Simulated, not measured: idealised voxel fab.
process module | voxel wiring stack
cross-section cut | 240 nm wide | cells 5 nm
A cross-section is a grid of square cells, given in bands from the top down. A band is one or more rows of cells.
Each band's line starts with the height of the band's top and of its bottom, in nm. Then come its materials from left to right, each with its width in nm. One material with "throughout" fills the band from edge to edge. "air" is empty space.
Height 0 is the level under which the wafer as received is all one material. The lowest band goes on downwards, as in "0 down".
A width such as "30 to 40" changes by the same amount from each row of cells to the next, from the band's top row to its bottom row.
"no change" after a step means that no cell of the cross-section changed.
closed voids: empty space of 8 cells or more with no open way to the top, each as width x height at its distance from the left edge, in nm
after a step's settings: what the simulator itself notes on the step
overlay nm, on a step with a mask: how far to the right of its planned place the mask lay; to the left if negative
plan
1 op RECEIVE | material Si
2 op CONFORMAL_DEP | material SiO2 | thk nm 15
3 op DIRECTIONAL_DEP | material TiN | thk nm 5
4 op DIRECTIONAL_DEP | material Ru | thk nm 20
5 op MASKED_ETCH | tone cover | mask id METAL_1 | width nm 25 | pitch nm 40 | etch materials Ru | depth nm 20 | overlay nm 0
6 op MASKED_ETCH | tone cover | mask id METAL_1 | width nm 25 | pitch nm 40 | etch materials TiN | depth nm 5 | overlay nm 0
7 op FILL_DEP | material SiO2 | thk nm 5
8 op CMP | height nm 40
9 op CONFORMAL_DEP | material SiCN | thk nm 5
10 op DIRECTIONAL_DEP | material lowk | thk nm 15
11 op MASKED_ETCH | tone open | mask id PLUG_1 | width nm 15 | pitch nm 40 | etch materials lowk | depth nm 15 | overlay nm 0
12 op MASKED_ETCH | tone open | mask id PLUG_1 | width nm 15 | pitch nm 40 | etch materials SiCN | depth nm 5 | overlay nm 0
13 op EPI | material Ru | thk nm 10
14 op EPI | material Ru | thk nm 10
15 op CONFORMAL_DEP | material SiN | thk nm 5
16 op DIRECTIONAL_DEP | material SiO2 | thk nm 15
17 op DIRECTIONAL_DEP | material aC | thk nm 15
18 op PATTERN | tone open | mask id METAL_2 | material resist | width nm 25 | pitch nm 40 | thk nm 30 | overlay nm 0
19 op DIRECTIONAL_ETCH | etch materials aC | depth nm 15
20 op STRIP | etch materials resist
21 op DIRECTIONAL_ETCH | etch materials SiO2 | depth nm 15
22 op DIRECTIONAL_ETCH | etch materials SiN | depth nm 5
23 op STRIP | etch materials aC
24 op CONFORMAL_DEP | material TiN | thk nm 5
25 op FILL_DEP | material Cu | thk nm 5
26 op CMP | height nm 80
27 op CONFORMAL_DEP | material SiCN | thk nm 5
28 op DIRECTIONAL_DEP | material SiO2 | thk nm 25
29 op MASKED_ETCH | tone open | mask id METAL_3_HOLES | width nm 15 | etch materials SiO2 | depth nm 25 | overlay nm 0
30 op DIRECTIONAL_DEP | material aC | thk nm 15
31 op PATTERN | tone open | mask id METAL_3 | material resist | width nm 25 | pitch nm 40 | thk nm 30 | overlay nm 0
32 op DIRECTIONAL_ETCH | etch materials aC | depth nm 15
33 op STRIP | etch materials resist
34 op DIRECTIONAL_ETCH | etch materials SiO2 | depth nm 15
35 op DIRECTIONAL_ETCH | etch materials SiCN | depth nm 5
36 op STRIP | etch materials aC
37 op CONFORMAL_DEP | material TiN | thk nm 5
38 op FILL_DEP | material Ru | thk nm 10
39 op CMP | height nm 110
40 op CONFORMAL_DEP | material SiCN | thk nm 5
41 op DIRECTIONAL_DEP | material SiO2 | thk nm 30
42 op PATTERN | tone open | mask id METAL_4 | material resist | width nm 25 | pitch nm 40 | thk nm 20 | overlay nm 0
43 op DIRECTIONAL_ETCH | etch materials SiO2 | depth nm 20
44 op STRIP | etch materials resist
45 op MASKED_ETCH | tone open | mask id METAL_4_HOLES | width nm 15 | pitch nm 40 | etch materials SiO2 | depth nm 10 | overlay nm 0
46 op MASKED_ETCH | tone open | mask id METAL_4_HOLES | width nm 15 | pitch nm 40 | etch materials SiCN | depth nm 5 | overlay nm 0
47 op CONFORMAL_DEP | material TiN | thk nm 5
48 op FILL_DEP | material Cu | thk nm 5
49 op CMP | height nm 145
50 op CONFORMAL_DEP | material SiN | thk nm 5
as received, after step 1
  0 down: Si throughout
  closed voids: none
first wafer at the end, as planned
  150 to 145: SiN throughout
  145 to 130: SiO2 85 | TiN 5 | Cu 15 | TiN 5 | SiO2 15 | TiN 5 | Cu 15 | TiN 5 | SiO2 90
  130 to 125: SiO2 85 | TiN 5 | Cu 5 | TiN 15 | SiO2 15 | TiN 5 | Cu 5 | TiN 15 | SiO2 90
  125 to 115: SiO2 85 | TiN 5 | Cu 5 | TiN 5 | SiO2 25 | TiN 5 | Cu 5 | TiN 5 | SiO2 100
  115 to 110: SiCN 85 | TiN 15 | SiCN 25 | TiN 15 | SiCN 100
  110 to 100: SiO2 85 | TiN 5 | Ru 15 | TiN 5 | SiO2 15 | TiN 5 | Ru 15 | TiN 5 | SiO2 90
  100 to 95: SiO2 85 | TiN 5 | Ru 5 | TiN 15 | SiO2 15 | TiN 25 | SiO2 90
  95 to 85: SiO2 85 | TiN 5 | Ru 5 | TiN 5 | SiO2 140
  85 to 80: SiCN 85 | TiN 15 | SiCN 140
  80 to 65: SiO2 85 | TiN 5 | Cu 15 | TiN 5 | SiO2 15 | TiN 5 | Cu 15 | TiN 5 | SiO2 90
  65 to 60: SiN 85 | TiN 25 | SiN 15 | TiN 25 | SiN 90
  60 to 45: lowk 85 | Ru 15 | lowk 25 | Ru 15 | lowk 100
  45 to 40: SiCN 85 | Ru 15 | SiCN 25 | Ru 15 | SiCN 100
  40 to 20: SiO2 85 | Ru 25 | SiO2 15 | Ru 25 | SiO2 90
  20 to 15: SiO2 85 | TiN 25 | SiO2 15 | TiN 25 | SiO2 90
  15 to 0: SiO2 throughout
  0 down: Si throughout
  closed voids: none
second wafer at the end: like start, like plan, one mistake
  150 to 145: SiN throughout
  145 to 130: SiO2 85 | TiN 5 | Cu 15 | TiN 5 | SiO2 15 | TiN 5 | Cu 15 | TiN 5 | SiO2 90
  130 to 125: SiO2 85 | TiN 5 | Cu 5 | TiN 15 | SiO2 15 | TiN 5 | Cu 5 | TiN 15 | SiO2 90
  125 to 115: SiO2 85 | TiN 5 | Cu 5 | TiN 5 | SiO2 25 | TiN 5 | Cu 5 | TiN 5 | SiO2 100
  115 to 110: SiCN 85 | TiN 15 | SiCN 25 | TiN 15 | SiCN 100
  110 to 100: SiO2 85 | TiN 5 | Ru 15 | TiN 5 | SiO2 15 | TiN 5 | Ru 15 | TiN 5 | SiO2 90
  100 to 95: SiO2 85 | TiN 5 | Ru 5 | TiN 15 | SiO2 15 | TiN 25 | SiO2 90
  95 to 85: SiO2 85 | TiN 5 | Ru 5 | TiN 5 | SiO2 140
  85 to 80: SiCN 85 | TiN 15 | SiCN 140
  80 to 75: SiN 85 | TiN 25 | SiN 15 | TiN 25 | SiN 90
  75 to 60: SiO2 throughout
  60 to 45: lowk 85 | Ru 15 | lowk 25 | Ru 15 | lowk 100
  45 to 40: SiCN 85 | Ru 15 | SiCN 25 | Ru 15 | SiCN 100
  40 to 20: SiO2 85 | Ru 25 | SiO2 15 | Ru 25 | SiO2 90
  20 to 15: SiO2 85 | TiN 25 | SiO2 15 | TiN 25 | SiO2 90
  15 to 0: SiO2 throughout
  0 down: Si throughout
  closed voids: none
what went wrong: steps 15 and 16 were swapped
at the end the second wafer has, in cells: 18 fewer of Cu | 30 more of SiO2 | 12 fewer of TiN
